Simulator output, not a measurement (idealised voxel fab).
process module | voxel wiring stack
cross-section cut | 185 nm wide | cells 5 nm
A cross-section is a grid of square cells, given in bands from the top down. A band is one or more rows of cells.
Each band's line starts with the height of the band's top and of its bottom, in nm. Then come its materials from left to right, each with its width in nm. One material with "throughout" fills the band from edge to edge. "air" is empty space.
Height 0 is the level under which the wafer as received is all one material. The lowest band goes on downwards, as in "0 down".
A width such as "30 to 40" changes by the same amount from each row of cells to the next, from the band's top row to its bottom row.
"no change" after a step means that no cell of the cross-section changed.
closed voids: empty space of 8 cells or more with no open way to the top, each as width x height at its distance from the left edge, in nm
after a step's settings: what the simulator itself notes on the step
overlay nm, on a step with a mask: how far to the right of its planned place the mask lay; to the left if negative
plan
1 op RECEIVE | material Si
2 op CONFORMAL_DEP | material SiO2 | thk nm 15
3 op DIRECTIONAL_DEP | material TiN | thk nm 5
4 op DIRECTIONAL_DEP | material W | thk nm 25
5 op DIRECTIONAL_DEP | material aC | thk nm 10
6 op PATTERN | tone cover | mask id METAL_1 | material resist | width nm 25 | pitch nm 55 | thk nm 30 | overlay nm 0
7 op DIRECTIONAL_ETCH | etch materials aC | depth nm 10
8 op STRIP | etch materials resist
9 op DIRECTIONAL_ETCH | etch materials W | depth nm 25
10 op DIRECTIONAL_ETCH | etch materials TiN | depth nm 5
11 op STRIP | etch materials aC
12 op CONFORMAL_DEP | material SiN | thk nm 5
13 op FILL_DEP | material lowk | thk nm 5
14 op CMP | height nm 45
15 op CONFORMAL_DEP | material SiCN | thk nm 5
16 op DIRECTIONAL_DEP | material lowk | thk nm 20
17 op DIRECTIONAL_DEP | material aC | thk nm 10
18 op PATTERN | tone open | mask id PLUG_1 | material resist | width nm 15 | pitch nm 110 | thk nm 25 | overlay nm 0
19 op DIRECTIONAL_ETCH | etch materials aC | depth nm 10
20 op STRIP | etch materials resist
21 op DIRECTIONAL_ETCH | etch materials lowk | depth nm 20
22 op DIRECTIONAL_ETCH | etch materials SiCN | depth nm 5
23 op STRIP | etch materials aC
24 op CONFORMAL_DEP | material TiN | thk nm 5
25 op FILL_DEP | material W | thk nm 5
26 op CMP | height nm 70
27 op CONFORMAL_DEP | material SiN | thk nm 5
28 op DIRECTIONAL_DEP | material lowk | thk nm 15
29 op MASKED_ETCH | tone open | mask id METAL_2 | width nm 25 | pitch nm 55 | etch materials lowk | depth nm 15 | overlay nm 0
30 op MASKED_ETCH | tone open | mask id METAL_2 | width nm 25 | pitch nm 55 | etch materials SiN | depth nm 5 | overlay nm 0
31 op CONFORMAL_DEP | material TiN | thk nm 5
32 op FILL_DEP | material Cu | thk nm 10
33 op CMP | height nm 90
34 op EPI | material Ru | thk nm 5
35 op FILL_DEP | material SiCN | thk nm 5
36 op DIRECTIONAL_DEP | material lowk | thk nm 10
37 op PATTERN | tone open | mask id PLUG_2 | material resist | width nm 15 | pitch nm 55 | thk nm 15 | overlay nm 0
38 op DIRECTIONAL_ETCH | etch materials lowk | depth nm 10
39 op DIRECTIONAL_ETCH | etch materials SiCN | depth nm 5
40 op STRIP | etch materials resist
41 op CONFORMAL_DEP | material TiN | thk nm 5
42 op FILL_DEP | material W | thk nm 10
43 op CMP | height nm 110
44 op CONFORMAL_DEP | material SiCN | thk nm 5
45 op DIRECTIONAL_DEP | material lowk | thk nm 15
46 op MASKED_ETCH | tone open | mask id METAL_3 | width nm 25 | pitch nm 55 | etch materials lowk | depth nm 15 | overlay nm 0
47 op MASKED_ETCH | tone open | mask id METAL_3 | width nm 25 | pitch nm 55 | etch materials SiCN | depth nm 5 | overlay nm -10
48 op CONFORMAL_DEP | material TiN | thk nm 5
49 op FILL_DEP | material Ru | thk nm 10
50 op CMP | height nm 130
51 op EPI | material Ru | thk nm 5
52 op FILL_DEP | material SiCN | thk nm 5
varied across the wafers: overlay nm of step 47. The plan shows the first wafer's value. All wafers start alike
first wafer as received, after step 1
  0 down: Si throughout
  closed voids: none
first wafer at the end, after step 52
  140 to 135: SiCN throughout
  135 to 130: SiCN 20 | Ru 35 | SiCN 20 | Ru 35 | SiCN 20 | Ru 35 | SiCN 20
  130 to 120: lowk 25 | TiN 5 | Ru 15 | TiN 5 | lowk 30 | TiN 5 | Ru 15 | TiN 5 | lowk 30 | TiN 5 | Ru 15 | TiN 5 | lowk 25
  120 to 115: lowk 25 | TiN 5 | Ru 5 | TiN 15 | lowk 30 | TiN 5 | Ru 5 | TiN 15 | lowk 30 | TiN 5 | Ru 5 | TiN 15 | lowk 25
  115 to 110: SiCN 25 | TiN 15 | SiCN 40 | TiN 15 | SiCN 40 | TiN 15 | SiCN 35
  110 to 100: lowk 25 | TiN 5 | W 5 | TiN 5 | lowk 40 | TiN 5 | W 5 | TiN 5 | lowk 40 | TiN 5 | W 5 | TiN 5 | lowk 35
  100 to 95: SiCN 25 | TiN 15 | SiCN 40 | TiN 15 | SiCN 40 | TiN 15 | SiCN 35
  95 to 90: SiCN 20 | Ru 35 | SiCN 20 | Ru 35 | SiCN 20 | Ru 35 | SiCN 20
  90 to 75: lowk 25 | TiN 5 | Cu 15 | TiN 5 | lowk 30 | TiN 5 | Cu 15 | TiN 5 | lowk 30 | TiN 5 | Cu 15 | TiN 5 | lowk 25
  75 to 70: SiN 25 | TiN 25 | SiN 30 | TiN 25 | SiN 30 | TiN 25 | SiN 25
  70 to 50: lowk 25 | TiN 5 | W 5 | TiN 5 | lowk 95 | TiN 5 | W 5 | TiN 5 | lowk 35
  50 to 45: SiCN 25 | TiN 15 | SiCN 95 | TiN 15 | SiCN 35
  45 to 20: lowk 20 | SiN 5 | W 25 | SiN 5 | lowk 20 | SiN 5 | W 25 | SiN 5 | lowk 20 | SiN 5 | W 25 | SiN 5 | lowk 20
  20 to 15: SiN 25 | TiN 25 | SiN 30 | TiN 25 | SiN 30 | TiN 25 | SiN 25
  15 to 0: SiO2 throughout
  0 down: Si throughout
  closed voids: none
last wafer at the end
  140 to 135: SiCN throughout
  135 to 130: SiCN 20 | Ru 35 | SiCN 20 | Ru 35 | SiCN 20 | Ru 35 | SiCN 20
  130 to 120: lowk 25 | TiN 5 | Ru 15 | TiN 5 | lowk 30 | TiN 5 | Ru 15 | TiN 5 | lowk 30 | TiN 5 | Ru 15 | TiN 5 | lowk 25
  120 to 115: lowk 25 | TiN 15 | Ru 5 | TiN 5 | lowk 30 | TiN 15 | Ru 5 | TiN 5 | lowk 30 | TiN 15 | Ru 5 | TiN 5 | lowk 25
  115 to 110: SiCN 35 | TiN 15 | SiCN 40 | TiN 15 | SiCN 40 | TiN 15 | SiCN 25
  110 to 100: lowk 25 | TiN 5 | W 5 | TiN 5 | lowk 40 | TiN 5 | W 5 | TiN 5 | lowk 40 | TiN 5 | W 5 | TiN 5 | lowk 35
  100 to 95: SiCN 25 | TiN 15 | SiCN 40 | TiN 15 | SiCN 40 | TiN 15 | SiCN 35
  95 to 90: SiCN 20 | Ru 35 | SiCN 20 | Ru 35 | SiCN 20 | Ru 35 | SiCN 20
  90 to 75: lowk 25 | TiN 5 | Cu 15 | TiN 5 | lowk 30 | TiN 5 | Cu 15 | TiN 5 | lowk 30 | TiN 5 | Cu 15 | TiN 5 | lowk 25
  75 to 70: SiN 25 | TiN 25 | SiN 30 | TiN 25 | SiN 30 | TiN 25 | SiN 25
  70 to 50: lowk 25 | TiN 5 | W 5 | TiN 5 | lowk 95 | TiN 5 | W 5 | TiN 5 | lowk 35
  50 to 45: SiCN 25 | TiN 15 | SiCN 95 | TiN 15 | SiCN 35
  45 to 20: lowk 20 | SiN 5 | W 25 | SiN 5 | lowk 20 | SiN 5 | W 25 | SiN 5 | lowk 20 | SiN 5 | W 25 | SiN 5 | lowk 20
  20 to 15: SiN 25 | TiN 25 | SiN 30 | TiN 25 | SiN 30 | TiN 25 | SiN 25
  15 to 0: SiO2 throughout
  0 down: Si throughout
  closed voids: none
each wafer at the end: cells of each material gained (+) or lost (-) since it was received, then its closed voids
overlay nm -10 | +27 Cu | +63 Ru | +156 SiCN | +74 SiN | +111 SiO2 | +124 TiN | +89 W | +392 lowk | closed voids: none
overlay nm -5 | +27 Cu | +66 Ru | +153 SiCN | +74 SiN | +111 SiO2 | +124 TiN | +89 W | +392 lowk | closed voids: none
overlay nm 0 | +27 Cu | +69 Ru | +150 SiCN | +74 SiN | +111 SiO2 | +124 TiN | +89 W | +392 lowk | closed voids: none
overlay nm 5 | +27 Cu | +66 Ru | +153 SiCN | +74 SiN | +111 SiO2 | +124 TiN | +89 W | +392 lowk | closed voids: none
overlay nm 10 | +27 Cu | +63 Ru | +156 SiCN | +74 SiN | +111 SiO2 | +124 TiN | +89 W | +392 lowk | closed voids: none
